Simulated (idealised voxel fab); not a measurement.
process module | voxel gate over fins
cross-section cut | 155 nm wide | cells 5 nm
A cross-section is a grid of square cells, given in bands from the top down. A band is one or more rows of cells.
Each band's line starts with the height of the band's top and of its bottom, in nm. Then come its materials from left to right, each with its width in nm. One material with "throughout" fills the band from edge to edge. "air" is empty space.
Height 0 is the level under which the wafer as received is all one material. The lowest band goes on downwards, as in "0 down".
A width such as "30 to 40" changes by the same amount from each row of cells to the next, from the band's top row to its bottom row.
"no change" after a step means that no cell of the cross-section changed.
closed voids: empty space of 8 cells or more with no open way to the top, each as width x height at its distance from the left edge, in nm
after a step's settings: what the simulator itself notes on the step
overlay nm, on a step with a mask: how far to the right of its planned place the mask lay; to the left if negative
Each pair below shows a cross-section before one step and the cross-section after it, down to the lowest band that changed. The line under each pair gives the step between them, with its settings. The pairs can come from different runs of this module on the same starting wafer, so a pair continues from the pair above only where its "before" says so.
before
  0 down: Si throughout
  closed voids: none
after
  10 to 0: SiN throughout
  below 0: unchanged
  closed voids: none
the step between: op CONFORMAL_DEP | material SiN | thk nm 10
before: the cross-section after the pair above
after
  10 to 0: air 40 | SiN 15 | air 40 | SiN 15 | air 45
  below 0: unchanged
  closed voids: none
the step between: op MASKED_ETCH | tone cover | mask id FINS | width nm 15 | pitch nm 55 | etch materials SiN | depth nm 10 | overlay nm 0
before: the cross-section after the pair above
after
  10 to 0: air 40 | SiN 15 | air 40 | SiN 15 | air 45
  0 to -30: air 40 | Si 15 | air 40 | Si 15 | air 45
  below -30: unchanged
  closed voids: none
the step between: op MASKED_ETCH | tone cover | mask id FINS | width nm 15 | pitch nm 55 | etch materials Si | depth nm 30 | overlay nm 0
before: the cross-section after the pair above
after
  20 to 10: SiO2 throughout
  10 to 0: SiO2 40 | SiN 15 | SiO2 40 | SiN 15 | SiO2 45
  0 to -30: SiO2 40 | Si 15 | SiO2 40 | Si 15 | SiO2 45
  below -30: unchanged
  closed voids: none
the step between: op FILL_DEP | material SiO2 | thk nm 10
before: the cross-section after the pair above
after
  10 to 0: SiO2 40 | SiN 15 | SiO2 40 | SiN 15 | SiO2 45
  below 0: unchanged
  closed voids: none
the step between: op CMP | height nm 10
before: the cross-section after the pair above
after
  20 to 10: aC throughout
  below 10: unchanged
  closed voids: none
the step between: op DIRECTIONAL_DEP | material aC | thk nm 10
before: the cross-section after the pair above
after
  45 to 20: resist 65 | air 15 | resist 75
  below 20: unchanged
  closed voids: none
the step between: op PATTERN | tone open | mask id RAIL | material resist | width nm 15 | thk nm 25 | overlay nm 0
before: the cross-section after the pair above
after
  35 to 20: resist 65 | air 15 | resist 75
  20 to 10: aC 65 | air 15 | aC 75
  below 10: unchanged
  closed voids: none
the step between: op DIRECTIONAL_ETCH | etch materials aC | depth nm 10
before: the cross-section after the pair above
after
  20 to 10: aC 65 | air 15 | aC 75
  below 10: unchanged
  closed voids: none
the step between: op STRIP | etch materials resist
before: the cross-section after the pair above
after
  20 to 10: aC 65 | air 15 | aC 75
  10 to 0: SiO2 40 | SiN 15 | SiO2 10 | air 15 | SiO2 15 | SiN 15 | SiO2 45
  0 to -25: SiO2 40 | Si 15 | SiO2 10 | air 15 | SiO2 15 | Si 15 | SiO2 45
  below -25: unchanged
  closed voids: none
the step between: op DIRECTIONAL_ETCH | etch materials SiO2 | depth nm 35
before: the cross-section after the pair above
after
  10 to 0: SiO2 40 | SiN 15 | SiO2 10 | air 15 | SiO2 15 | SiN 15 | SiO2 45
  below 0: unchanged
  closed voids: none
the step between: op STRIP | etch materials aC
before: the cross-section after the pair above
after
  15 to 10: TiN 70 | air 5 | TiN 80
  10 to 0: SiO2 40 | SiN 15 | SiO2 10 | TiN 5 | air 5 | TiN 5 | SiO2 15 | SiN 15 | SiO2 45
  0 to -20: SiO2 40 | Si 15 | SiO2 10 | TiN 5 | air 5 | TiN 5 | SiO2 15 | Si 15 | SiO2 45
  -20 to -25: SiO2 40 | Si 15 | SiO2 10 | TiN 15 | SiO2 15 | Si 15 | SiO2 45
  below -25: unchanged
  closed voids: none
the step between: op CONFORMAL_DEP | material TiN | thk nm 5
before: the cross-section after the pair above
after
  20 to 15: W throughout
  15 to 10: TiN 70 | W 5 | TiN 80
  10 to 0: SiO2 40 | SiN 15 | SiO2 10 | TiN 5 | W 5 | TiN 5 | SiO2 15 | SiN 15 | SiO2 45
  0 to -20: SiO2 40 | Si 15 | SiO2 10 | TiN 5 | W 5 | TiN 5 | SiO2 15 | Si 15 | SiO2 45
  below -20: unchanged
  closed voids: none
the step between: op FILL_DEP | material W | thk nm 5
before: the cross-section after the pair above
after
  10 to 0: SiO2 40 | SiN 15 | SiO2 10 | TiN 5 | W 5 | TiN 5 | SiO2 15 | SiN 15 | SiO2 45
  below 0: unchanged
  closed voids: none
the step between: op CMP | height nm 10
before: the cross-section after the pair above
after
  10 to 0: SiO2 40 | SiN 15 | SiO2 10 | air 15 | SiO2 15 | SiN 15 | SiO2 45
  0 to -20: SiO2 40 | Si 15 | SiO2 10 | air 15 | SiO2 15 | Si 15 | SiO2 45
  below -20: unchanged
  closed voids: none
the step between: op SELECTIVE_ETCH | etch materials W Ru TiN | depth nm 30
before: the cross-section after the pair above
after
  15 to 10: SiO2 throughout
  10 to 0: SiO2 40 | SiN 15 | SiO2 40 | SiN 15 | SiO2 45
  0 to -20: SiO2 40 | Si 15 | SiO2 40 | Si 15 | SiO2 45
  below -20: unchanged
  closed voids: none
the step between: op FILL_DEP | material SiO2 | thk nm 5
before: the cross-section after the pair above
after
  10 to 0: SiO2 40 | SiN 15 | SiO2 40 | SiN 15 | SiO2 45
  below 0: unchanged
  closed voids: none
the step between: op CMP | height nm 10
before: the cross-section after the pair above
after
  10 to 0: air 40 | SiN 15 | air 40 | SiN 15 | air 45
  0 to -15: air 40 | Si 15 | air 40 | Si 15 | air 45
  below -15: unchanged
  closed voids: none
the step between: op SELECTIVE_ETCH | etch materials SiO2 | depth nm 25
before: the cross-section after the pair above
after
  0 to -15: air 40 | Si 15 | air 40 | Si 15 | air 45
  below -15: unchanged
  closed voids: none
the step between: op STRIP | etch materials SiN
before: the cross-section after the pair above
after
  5 to 0: air 35 | HfO2 25 | air 30 | HfO2 25 | air 40
  0 to -10: air 35 | HfO2 5 | Si 15 | HfO2 5 | air 30 | HfO2 5 | Si 15 | HfO2 5 | air 40
  -10 to -15: HfO2 40 | Si 15 | HfO2 40 | Si 15 | HfO2 45
  below -15: unchanged
  closed voids: none
the step between: op CONFORMAL_DEP | material HfO2 | thk nm 5
before: the cross-section after the pair above
after
  10 to 5: air 30 | TiN 35 | air 20 | TiN 35 | air 35
  5 to 0: air 30 | TiN 5 | HfO2 25 | TiN 5 | air 20 | TiN 5 | HfO2 25 | TiN 5 | air 35
  0 to -5: air 30 | TiN 5 | HfO2 5 | Si 15 | HfO2 5 | TiN 5 | air 20 | TiN 5 | HfO2 5 | Si 15 | HfO2 5 | TiN 5 | air 35
  -5 to -10: TiN 35 | HfO2 5 | Si 15 | HfO2 5 | TiN 30 | HfO2 5 | Si 15 | HfO2 5 | TiN 40
  below -10: unchanged
  closed voids: none
the step between: op CONFORMAL_DEP | material TiN | thk nm 5
before: the cross-section after the pair above
after
  25 to 10: W throughout
  10 to 5: W 30 | TiN 35 | W 20 | TiN 35 | W 35
  5 to 0: W 30 | TiN 5 | HfO2 25 | TiN 5 | W 20 | TiN 5 | HfO2 25 | TiN 5 | W 35
  0 to -5: W 30 | TiN 5 | HfO2 5 | Si 15 | HfO2 5 | TiN 5 | W 20 | TiN 5 | HfO2 5 | Si 15 | HfO2 5 | TiN 5 | W 35
  below -5: unchanged
  closed voids: none
the step between: op FILL_DEP | material W | thk nm 15
before: the cross-section after the pair above
after
  20 to 10: W throughout
  below 10: unchanged
  closed voids: none
the step between: op CMP | height nm 20
before: the cross-section after the pair above
after
  30 to 20: SiCN throughout
  below 20: unchanged
  closed voids: none
the step between: op CONFORMAL_DEP | material SiCN | thk nm 10
before
  0 to -15: air 40 | Si 15 | air 40 | Si 15 | air 45
  -15 to -20: SiO2 40 | Si 15 | SiO2 40 | Si 15 | SiO2 45
  -20 to -25: SiO2 40 | Si 15 | SiO2 10 | TiN 15 | SiO2 15 | Si 15 | SiO2 45
  -25 to -30: SiO2 40 | Si 15 | SiO2 40 | Si 15 | SiO2 45
  -30 down: Si throughout
  closed voids: none
after
  5 to 0: air 35 | TiN 25 | air 30 | TiN 25 | air 40
  0 to -10: air 35 | TiN 5 | Si 15 | TiN 5 | air 30 | TiN 5 | Si 15 | TiN 5 | air 40
  -10 to -15: TiN 40 | Si 15 | TiN 40 | Si 15 | TiN 45
  below -15: unchanged
  closed voids: none
the step between: op CONFORMAL_DEP | material TiN | thk nm 5
before: the cross-section after the pair above
after
  20 to 5: W throughout
  5 to 0: W 35 | TiN 25 | W 30 | TiN 25 | W 40
  0 to -10: W 35 | TiN 5 | Si 15 | TiN 5 | W 30 | TiN 5 | Si 15 | TiN 5 | W 40
  below -10: unchanged
  closed voids: none
the step between: op FILL_DEP | material W | thk nm 15
before: the cross-section after the pair above
after
  30 to 20: SiCN throughout
  below 20: unchanged
  closed voids: none
the step between: op CONFORMAL_DEP | material SiCN | thk nm 10
before
  10 to 0: air 40 | SiN 15 | air 40 | SiN 15 | air 45
  0 to -30: air 40 | Si 15 | air 40 | Si 15 | air 45
  -30 down: Si throughout
  closed voids: none
after
  10 to 0: air 40 | SiN 15 | air 40 | SiN 15 | air 45
  0 to -60: air 40 | Si 15 | air 40 | Si 15 | air 45
  below -60: unchanged
  closed voids: none
the step between: op MASKED_ETCH | tone cover | mask id FINS | width nm 15 | pitch nm 55 | etch materials Si | depth nm 30 | overlay nm 0
before: the cross-section after the pair above
after
  20 to 10: SiO2 throughout
  10 to 0: SiO2 40 | SiN 15 | SiO2 40 | SiN 15 | SiO2 45
  0 to -60: SiO2 40 | Si 15 | SiO2 40 | Si 15 | SiO2 45
  below -60: unchanged
  closed voids: none
the step between: op FILL_DEP | material SiO2 | thk nm 10
before: the cross-section after the pair above
after
  10 to 0: SiO2 40 | SiN 15 | SiO2 40 | SiN 15 | SiO2 45
  below 0: unchanged
  closed voids: none
the step between: op CMP | height nm 10
before: the cross-section after the pair above
after
  20 to 10: aC throughout
  below 10: unchanged
  closed voids: none
the step between: op DIRECTIONAL_DEP | material aC | thk nm 10
before: the cross-section after the pair above
after
  45 to 20: resist 65 | air 15 | resist 75
  below 20: unchanged
  closed voids: none
the step between: op PATTERN | tone open | mask id RAIL | material resist | width nm 15 | thk nm 25 | overlay nm 0
before: the cross-section after the pair above
after
  35 to 20: resist 65 | air 15 | resist 75
  20 to 10: aC 65 | air 15 | aC 75
  below 10: unchanged
  closed voids: none
the step between: op DIRECTIONAL_ETCH | etch materials aC | depth nm 10
before: the cross-section after the pair above
after
  20 to 10: aC 65 | air 15 | aC 75
  below 10: unchanged
  closed voids: none
the step between: op STRIP | etch materials resist
before: the cross-section after the pair above
after
  20 to 10: aC 65 | air 15 | aC 75
  10 to 0: SiO2 40 | SiN 15 | SiO2 10 | air 15 | SiO2 15 | SiN 15 | SiO2 45
  0 to -25: SiO2 40 | Si 15 | SiO2 10 | air 15 | SiO2 15 | Si 15 | SiO2 45
  below -25: unchanged
  closed voids: none
the step between: op DIRECTIONAL_ETCH | etch materials SiO2 | depth nm 35
before: the cross-section after the pair above
after
  10 to 0: SiO2 40 | SiN 15 | SiO2 10 | air 15 | SiO2 15 | SiN 15 | SiO2 45
  below 0: unchanged
  closed voids: none
the step between: op STRIP | etch materials aC
before: the cross-section after the pair above
after
  15 to 10: TiN 70 | air 5 | TiN 80
  10 to 0: SiO2 40 | SiN 15 | SiO2 10 | TiN 5 | air 5 | TiN 5 | SiO2 15 | SiN 15 | SiO2 45
  0 to -20: SiO2 40 | Si 15 | SiO2 10 | TiN 5 | air 5 | TiN 5 | SiO2 15 | Si 15 | SiO2 45
  -20 to -25: SiO2 40 | Si 15 | SiO2 10 | TiN 15 | SiO2 15 | Si 15 | SiO2 45
  below -25: unchanged
  closed voids: none
the step between: op CONFORMAL_DEP | material TiN | thk nm 5
before: the cross-section after the pair above
after
  20 to 15: W throughout
  15 to 10: TiN 70 | W 5 | TiN 80
  10 to 0: SiO2 40 | SiN 15 | SiO2 10 | TiN 5 | W 5 | TiN 5 | SiO2 15 | SiN 15 | SiO2 45
  0 to -20: SiO2 40 | Si 15 | SiO2 10 | TiN 5 | W 5 | TiN 5 | SiO2 15 | Si 15 | SiO2 45
  below -20: unchanged
  closed voids: none
the step between: op FILL_DEP | material W | thk nm 5
before: the cross-section after the pair above
after
  10 to 0: SiO2 40 | SiN 15 | SiO2 10 | TiN 5 | W 5 | TiN 5 | SiO2 15 | SiN 15 | SiO2 45
  below 0: unchanged
  closed voids: none
the step between: op CMP | height nm 10
before: the cross-section after the pair above
after
  10 to 0: SiO2 40 | SiN 15 | SiO2 10 | air 15 | SiO2 15 | SiN 15 | SiO2 45
  0 to -20: SiO2 40 | Si 15 | SiO2 10 | air 15 | SiO2 15 | Si 15 | SiO2 45
  below -20: unchanged
  closed voids: none
the step between: op SELECTIVE_ETCH | etch materials W Ru TiN | depth nm 30
before: the cross-section after the pair above
after
  15 to 10: SiO2 throughout
  10 to 0: SiO2 40 | SiN 15 | SiO2 40 | SiN 15 | SiO2 45
  0 to -20: SiO2 40 | Si 15 | SiO2 40 | Si 15 | SiO2 45
  below -20: unchanged
  closed voids: none
the step between: op FILL_DEP | material SiO2 | thk nm 5
before: the cross-section after the pair above
after
  10 to 0: SiO2 40 | SiN 15 | SiO2 40 | SiN 15 | SiO2 45
  below 0: unchanged
  closed voids: none
the step between: op CMP | height nm 10
before: the cross-section after the pair above
after
  10 to 0: air 40 | SiN 15 | air 40 | SiN 15 | air 45
  0 to -15: air 40 | Si 15 | air 40 | Si 15 | air 45
  below -15: unchanged
  closed voids: none
the step between: op SELECTIVE_ETCH | etch materials SiO2 | depth nm 25
before: the cross-section after the pair above
after
  0 to -15: air 40 | Si 15 | air 40 | Si 15 | air 45
  below -15: unchanged
  closed voids: none
the step between: op STRIP | etch materials SiN
before: the cross-section after the pair above
after
  5 to 0: air 35 | HfO2 25 | air 30 | HfO2 25 | air 40
  0 to -10: air 35 | HfO2 5 | Si 15 | HfO2 5 | air 30 | HfO2 5 | Si 15 | HfO2 5 | air 40
  -10 to -15: HfO2 40 | Si 15 | HfO2 40 | Si 15 | HfO2 45
  below -15: unchanged
  closed voids: none
the step between: op CONFORMAL_DEP | material HfO2 | thk nm 5
before: the cross-section after the pair above
after
  10 to 5: air 30 | TiN 35 | air 20 | TiN 35 | air 35
  5 to 0: air 30 | TiN 5 | HfO2 25 | TiN 5 | air 20 | TiN 5 | HfO2 25 | TiN 5 | air 35
  0 to -5: air 30 | TiN 5 | HfO2 5 | Si 15 | HfO2 5 | TiN 5 | air 20 | TiN 5 | HfO2 5 | Si 15 | HfO2 5 | TiN 5 | air 35
  -5 to -10: TiN 35 | HfO2 5 | Si 15 | HfO2 5 | TiN 30 | HfO2 5 | Si 15 | HfO2 5 | TiN 40
  below -10: unchanged
  closed voids: none
the step between: op CONFORMAL_DEP | material TiN | thk nm 5
before: the cross-section after the pair above
after
  25 to 10: W throughout
  10 to 5: W 30 | TiN 35 | W 20 | TiN 35 | W 35
  5 to 0: W 30 | TiN 5 | HfO2 25 | TiN 5 | W 20 | TiN 5 | HfO2 25 | TiN 5 | W 35
  0 to -5: W 30 | TiN 5 | HfO2 5 | Si 15 | HfO2 5 | TiN 5 | W 20 | TiN 5 | HfO2 5 | Si 15 | HfO2 5 | TiN 5 | W 35
  below -5: unchanged
  closed voids: none
the step between: op FILL_DEP | material W | thk nm 15
before: the cross-section after the pair above
after
  20 to 10: W throughout
  below 10: unchanged
  closed voids: none
the step between: op CMP | height nm 20
before: the cross-section after the pair above
after
  30 to 20: SiCN throughout
  below 20: unchanged
  closed voids: none
the step between: op CONFORMAL_DEP | material SiCN | thk nm 10
before
  5 to 0: air 35 | TiN 25 | air 30 | TiN 25 | air 40
  0 to -10: air 35 | TiN 5 | Si 15 | TiN 5 | air 30 | TiN 5 | Si 15 | TiN 5 | air 40
  -10 to -15: TiN 40 | Si 15 | TiN 40 | Si 15 | TiN 45
  -15 to -20: SiO2 40 | Si 15 | SiO2 40 | Si 15 | SiO2 45
  -20 to -25: SiO2 40 | Si 15 | SiO2 10 | TiN 15 | SiO2 15 | Si 15 | SiO2 45
  -25 to -30: SiO2 40 | Si 15 | SiO2 40 | Si 15 | SiO2 45
  -30 down: Si throughout
  closed voids: none
after
  10 to 5: air 30 | HfO2 35 | air 20 | HfO2 35 | air 35
  5 to 0: air 30 | HfO2 5 | TiN 25 | HfO2 5 | air 20 | HfO2 5 | TiN 25 | HfO2 5 | air 35
  0 to -5: air 30 | HfO2 5 | TiN 5 | Si 15 | TiN 5 | HfO2 5 | air 20 | HfO2 5 | TiN 5 | Si 15 | TiN 5 | HfO2 5 | air 35
  -5 to -10: HfO2 35 | TiN 5 | Si 15 | TiN 5 | HfO2 30 | TiN 5 | Si 15 | TiN 5 | HfO2 40
  below -10: unchanged
  closed voids: none
the step between: op CONFORMAL_DEP | material HfO2 | thk nm 5
before: the cross-section after the pair above
after
  25 to 10: W throughout
  10 to 5: W 30 | HfO2 35 | W 20 | HfO2 35 | W 35
  5 to 0: W 30 | HfO2 5 | TiN 25 | HfO2 5 | W 20 | HfO2 5 | TiN 25 | HfO2 5 | W 35
  0 to -5: W 30 | HfO2 5 | TiN 5 | Si 15 | TiN 5 | HfO2 5 | W 20 | HfO2 5 | TiN 5 | Si 15 | TiN 5 | HfO2 5 | W 35
  below -5: unchanged
  closed voids: none
the step between: op FILL_DEP | material W | thk nm 15
before: the cross-section after the pair above
after
  20 to 10: W throughout
  below 10: unchanged
  closed voids: none
the step between: op CMP | height nm 20
before: the cross-section after the pair above
after
  30 to 20: SiCN throughout
  below 20: unchanged
  closed voids: none
the step between: op CONFORMAL_DEP | material SiCN | thk nm 10
before
  10 to 0: SiO2 40 | SiN 15 | SiO2 40 | SiN 15 | SiO2 45
  0 to -20: SiO2 40 | Si 15 | SiO2 40 | Si 15 | SiO2 45
  -20 to -25: SiO2 40 | Si 15 | SiO2 10 | TiN 15 | SiO2 15 | Si 15 | SiO2 45
  -25 to -30: SiO2 40 | Si 15 | SiO2 40 | Si 15 | SiO2 45
  -30 down: Si throughout
  closed voids: none
after
  10 to 0: air 40 | SiN 15 | air 40 | SiN 15 | air 45
  0 to -5: air 40 | Si 15 | air 40 | Si 15 | air 45
  below -5: unchanged
  closed voids: none
the step between: op SELECTIVE_ETCH | etch materials SiO2 | depth nm 15
before: the cross-section after the pair above
after
  0 to -5: air 40 | Si 15 | air 40 | Si 15 | air 45
  below -5: unchanged
  closed voids: none
the step between: op STRIP | etch materials SiN
before: the cross-section after the pair above
after
  5 to 0: air 35 | HfO2 25 | air 30 | HfO2 25 | air 40
  0 to -5: HfO2 40 | Si 15 | HfO2 40 | Si 15 | HfO2 45
  below -5: unchanged
  closed voids: none
the step between: op CONFORMAL_DEP | material HfO2 | thk nm 5
before: the cross-section after the pair above
after
  10 to 5: air 30 | TiN 35 | air 20 | TiN 35 | air 35
  5 to 0: TiN 35 | HfO2 25 | TiN 30 | HfO2 25 | TiN 40
  below 0: unchanged
  closed voids: none
the step between: op CONFORMAL_DEP | material TiN | thk nm 5
before: the cross-section after the pair above
after
  25 to 10: W throughout
  10 to 5: W 30 | TiN 35 | W 20 | TiN 35 | W 35
  below 5: unchanged
  closed voids: none
the step between: op FILL_DEP | material W | thk nm 15
before: the cross-section after the pair above
after
  20 to 10: W throughout
  below 10: unchanged
  closed voids: none
the step between: op CMP | height nm 20
before: the cross-section after the pair above
after
  30 to 20: SiCN throughout
  below 20: unchanged
  closed voids: none
the step between: op CONFORMAL_DEP | material SiCN | thk nm 10
before
  20 to 10: aC throughout
  10 to 0: SiO2 40 | SiN 15 | SiO2 40 | SiN 15 | SiO2 45
  0 to -30: SiO2 40 | Si 15 | SiO2 40 | Si 15 | SiO2 45
  -30 down: Si throughout
  closed voids: none
after
  45 to 20: resist 65 | air 20 | resist 70
  below 20: unchanged
  closed voids: none
the step between: op PATTERN | tone open | mask id RAIL | material resist | width nm 20 | thk nm 25 | overlay nm 0
before: the cross-section after the pair above
after
  35 to 20: resist 65 | air 20 | resist 70
  20 to 10: aC 65 | air 20 | aC 70
  below 10: unchanged
  closed voids: none
the step between: op DIRECTIONAL_ETCH | etch materials aC | depth nm 10
before: the cross-section after the pair above
after
  20 to 10: aC 65 | air 20 | aC 70
  below 10: unchanged
  closed voids: none
the step between: op STRIP | etch materials resist
before: the cross-section after the pair above
after
  20 to 10: aC 65 | air 20 | aC 70
  10 to 0: SiO2 40 | SiN 15 | SiO2 10 | air 20 | SiO2 10 | SiN 15 | SiO2 45
  0 to -25: SiO2 40 | Si 15 | SiO2 10 | air 20 | SiO2 10 | Si 15 | SiO2 45
  below -25: unchanged
  closed voids: none
the step between: op DIRECTIONAL_ETCH | etch materials SiO2 | depth nm 35
before: the cross-section after the pair above
after
  10 to 0: SiO2 40 | SiN 15 | SiO2 10 | air 20 | SiO2 10 | SiN 15 | SiO2 45
  below 0: unchanged
  closed voids: none
the step between: op STRIP | etch materials aC
before: the cross-section after the pair above
after
  15 to 10: TiN 70 | air 10 | TiN 75
  10 to 0: SiO2 40 | SiN 15 | SiO2 10 | TiN 5 | air 10 | TiN 5 | SiO2 10 | SiN 15 | SiO2 45
  0 to -20: SiO2 40 | Si 15 | SiO2 10 | TiN 5 | air 10 | TiN 5 | SiO2 10 | Si 15 | SiO2 45
  -20 to -25: SiO2 40 | Si 15 | SiO2 10 | TiN 20 | SiO2 10 | Si 15 | SiO2 45
  below -25: unchanged
  closed voids: none
the step between: op CONFORMAL_DEP | material TiN | thk nm 5
before: the cross-section after the pair above
after
  20 to 15: W throughout
  15 to 10: TiN 70 | W 10 | TiN 75
  10 to 0: SiO2 40 | SiN 15 | SiO2 10 | TiN 5 | W 10 | TiN 5 | SiO2 10 | SiN 15 | SiO2 45
  0 to -20: SiO2 40 | Si 15 | SiO2 10 | TiN 5 | W 10 | TiN 5 | SiO2 10 | Si 15 | SiO2 45
  below -20: unchanged
  closed voids: none
the step between: op FILL_DEP | material W | thk nm 5
before: the cross-section after the pair above
after
  10 to 0: SiO2 40 | SiN 15 | SiO2 10 | TiN 5 | W 10 | TiN 5 | SiO2 10 | SiN 15 | SiO2 45
  below 0: unchanged
  closed voids: none
the step between: op CMP | height nm 10
before: the cross-section after the pair above
after
  10 to 0: SiO2 40 | SiN 15 | SiO2 10 | air 20 | SiO2 10 | SiN 15 | SiO2 45
  0 to -20: SiO2 40 | Si 15 | SiO2 10 | air 20 | SiO2 10 | Si 15 | SiO2 45
  below -20: unchanged
  closed voids: none
the step between: op SELECTIVE_ETCH | etch materials W Ru TiN | depth nm 30
before: the cross-section after the pair above
after
  15 to 10: SiO2 throughout
  10 to 0: SiO2 40 | SiN 15 | SiO2 40 | SiN 15 | SiO2 45
  0 to -20: SiO2 40 | Si 15 | SiO2 40 | Si 15 | SiO2 45
  below -20: unchanged
  closed voids: none
the step between: op FILL_DEP | material SiO2 | thk nm 5
before: the cross-section after the pair above
after
  10 to 0: SiO2 40 | SiN 15 | SiO2 40 | SiN 15 | SiO2 45
  below 0: unchanged
  closed voids: none
the step between: op CMP | height nm 10
before: the cross-section after the pair above
after
  10 to 0: air 40 | SiN 15 | air 40 | SiN 15 | air 45
  0 to -15: air 40 | Si 15 | air 40 | Si 15 | air 45
  below -15: unchanged
  closed voids: none
the step between: op SELECTIVE_ETCH | etch materials SiO2 | depth nm 25
before: the cross-section after the pair above
after
  0 to -15: air 40 | Si 15 | air 40 | Si 15 | air 45
  below -15: unchanged
  closed voids: none
the step between: op STRIP | etch materials SiN
before: the cross-section after the pair above
after
  5 to 0: air 35 | HfO2 25 | air 30 | HfO2 25 | air 40
  0 to -10: air 35 | HfO2 5 | Si 15 | HfO2 5 | air 30 | HfO2 5 | Si 15 | HfO2 5 | air 40
  -10 to -15: HfO2 40 | Si 15 | HfO2 40 | Si 15 | HfO2 45
  below -15: unchanged
  closed voids: none
the step between: op CONFORMAL_DEP | material HfO2 | thk nm 5
before: the cross-section after the pair above
after
  10 to 5: air 30 | TiN 35 | air 20 | TiN 35 | air 35
  5 to 0: air 30 | TiN 5 | HfO2 25 | TiN 5 | air 20 | TiN 5 | HfO2 25 | TiN 5 | air 35
  0 to -5: air 30 | TiN 5 | HfO2 5 | Si 15 | HfO2 5 | TiN 5 | air 20 | TiN 5 | HfO2 5 | Si 15 | HfO2 5 | TiN 5 | air 35
  -5 to -10: TiN 35 | HfO2 5 | Si 15 | HfO2 5 | TiN 30 | HfO2 5 | Si 15 | HfO2 5 | TiN 40
  below -10: unchanged
  closed voids: none
the step between: op CONFORMAL_DEP | material TiN | thk nm 5
before: the cross-section after the pair above
after
  25 to 10: W throughout
  10 to 5: W 30 | TiN 35 | W 20 | TiN 35 | W 35
  5 to 0: W 30 | TiN 5 | HfO2 25 | TiN 5 | W 20 | TiN 5 | HfO2 25 | TiN 5 | W 35
  0 to -5: W 30 | TiN 5 | HfO2 5 | Si 15 | HfO2 5 | TiN 5 | W 20 | TiN 5 | HfO2 5 | Si 15 | HfO2 5 | TiN 5 | W 35
  below -5: unchanged
  closed voids: none
the step between: op FILL_DEP | material W | thk nm 15
before: the cross-section after the pair above
after
  20 to 10: W throughout
  below 10: unchanged
  closed voids: none
the step between: op CMP | height nm 20
before: the cross-section after the pair above
after
  30 to 20: SiCN throughout
  below 20: unchanged
  closed voids: none
the step between: op CONFORMAL_DEP | material SiCN | thk nm 10
before
  20 to 10: aC throughout
  10 to 0: SiO2 40 | SiN 15 | SiO2 40 | SiN 15 | SiO2 45
  0 to -30: SiO2 40 | Si 15 | SiO2 40 | Si 15 | SiO2 45
  -30 down: Si throughout
  closed voids: none
after
  45 to 20: resist 70 | air 15 | resist 70
  below 20: unchanged
  closed voids: none
the step between: op PATTERN | tone open | mask id RAIL | material resist | width nm 15 | thk nm 25 | overlay nm 5
before: the cross-section after the pair above
after
  35 to 20: resist 70 | air 15 | resist 70
  20 to 10: aC 70 | air 15 | aC 70
  below 10: unchanged
  closed voids: none
the step between: op DIRECTIONAL_ETCH | etch materials aC | depth nm 10
before: the cross-section after the pair above
after
  20 to 10: aC 70 | air 15 | aC 70
  below 10: unchanged
  closed voids: none
the step between: op STRIP | etch materials resist
before: the cross-section after the pair above
after
  20 to 10: aC 70 | air 15 | aC 70
  10 to 0: SiO2 40 | SiN 15 | SiO2 15 | air 15 | SiO2 10 | SiN 15 | SiO2 45
  0 to -25: SiO2 40 | Si 15 | SiO2 15 | air 15 | SiO2 10 | Si 15 | SiO2 45
  below -25: unchanged
  closed voids: none
the step between: op DIRECTIONAL_ETCH | etch materials SiO2 | depth nm 35
before: the cross-section after the pair above
after
  10 to 0: SiO2 40 | SiN 15 | SiO2 15 | air 15 | SiO2 10 | SiN 15 | SiO2 45
  below 0: unchanged
  closed voids: none
the step between: op STRIP | etch materials aC
before: the cross-section after the pair above
after
  15 to 10: TiN 75 | air 5 | TiN 75
  10 to 0: SiO2 40 | SiN 15 | SiO2 15 | TiN 5 | air 5 | TiN 5 | SiO2 10 | SiN 15 | SiO2 45
  0 to -20: SiO2 40 | Si 15 | SiO2 15 | TiN 5 | air 5 | TiN 5 | SiO2 10 | Si 15 | SiO2 45
  -20 to -25: SiO2 40 | Si 15 | SiO2 15 | TiN 15 | SiO2 10 | Si 15 | SiO2 45
  below -25: unchanged
  closed voids: none
the step between: op CONFORMAL_DEP | material TiN | thk nm 5
before: the cross-section after the pair above
after
  20 to 15: W throughout
  15 to 10: TiN 75 | W 5 | TiN 75
  10 to 0: SiO2 40 | SiN 15 | SiO2 15 | TiN 5 | W 5 | TiN 5 | SiO2 10 | SiN 15 | SiO2 45
  0 to -20: SiO2 40 | Si 15 | SiO2 15 | TiN 5 | W 5 | TiN 5 | SiO2 10 | Si 15 | SiO2 45
  below -20: unchanged
  closed voids: none
the step between: op FILL_DEP | material W | thk nm 5
before: the cross-section after the pair above
after
  10 to 0: SiO2 40 | SiN 15 | SiO2 15 | TiN 5 | W 5 | TiN 5 | SiO2 10 | SiN 15 | SiO2 45
  below 0: unchanged
  closed voids: none
the step between: op CMP | height nm 10
before: the cross-section after the pair above
after
  10 to 0: SiO2 40 | SiN 15 | SiO2 15 | air 15 | SiO2 10 | SiN 15 | SiO2 45
  0 to -20: SiO2 40 | Si 15 | SiO2 15 | air 15 | SiO2 10 | Si 15 | SiO2 45
  below -20: unchanged
  closed voids: none
the step between: op SELECTIVE_ETCH | etch materials W Ru TiN | depth nm 30
before: the cross-section after the pair above
after
  15 to 10: SiO2 throughout
  10 to 0: SiO2 40 | SiN 15 | SiO2 40 | SiN 15 | SiO2 45
  0 to -20: SiO2 40 | Si 15 | SiO2 40 | Si 15 | SiO2 45
  below -20: unchanged
  closed voids: none
the step between: op FILL_DEP | material SiO2 | thk nm 5
before: the cross-section after the pair above
after
  10 to 0: SiO2 40 | SiN 15 | SiO2 40 | SiN 15 | SiO2 45
  below 0: unchanged
  closed voids: none
the step between: op CMP | height nm 10
before: the cross-section after the pair above
after
  10 to 0: air 40 | SiN 15 | air 40 | SiN 15 | air 45
  0 to -15: air 40 | Si 15 | air 40 | Si 15 | air 45
  below -15: unchanged
  closed voids: none
the step between: op SELECTIVE_ETCH | etch materials SiO2 | depth nm 25
before: the cross-section after the pair above
after
  0 to -15: air 40 | Si 15 | air 40 | Si 15 | air 45
  below -15: unchanged
  closed voids: none
the step between: op STRIP | etch materials SiN
before: the cross-section after the pair above
after
  5 to 0: air 35 | HfO2 25 | air 30 | HfO2 25 | air 40
  0 to -10: air 35 | HfO2 5 | Si 15 | HfO2 5 | air 30 | HfO2 5 | Si 15 | HfO2 5 | air 40
  -10 to -15: HfO2 40 | Si 15 | HfO2 40 | Si 15 | HfO2 45
  below -15: unchanged
  closed voids: none
the step between: op CONFORMAL_DEP | material HfO2 | thk nm 5
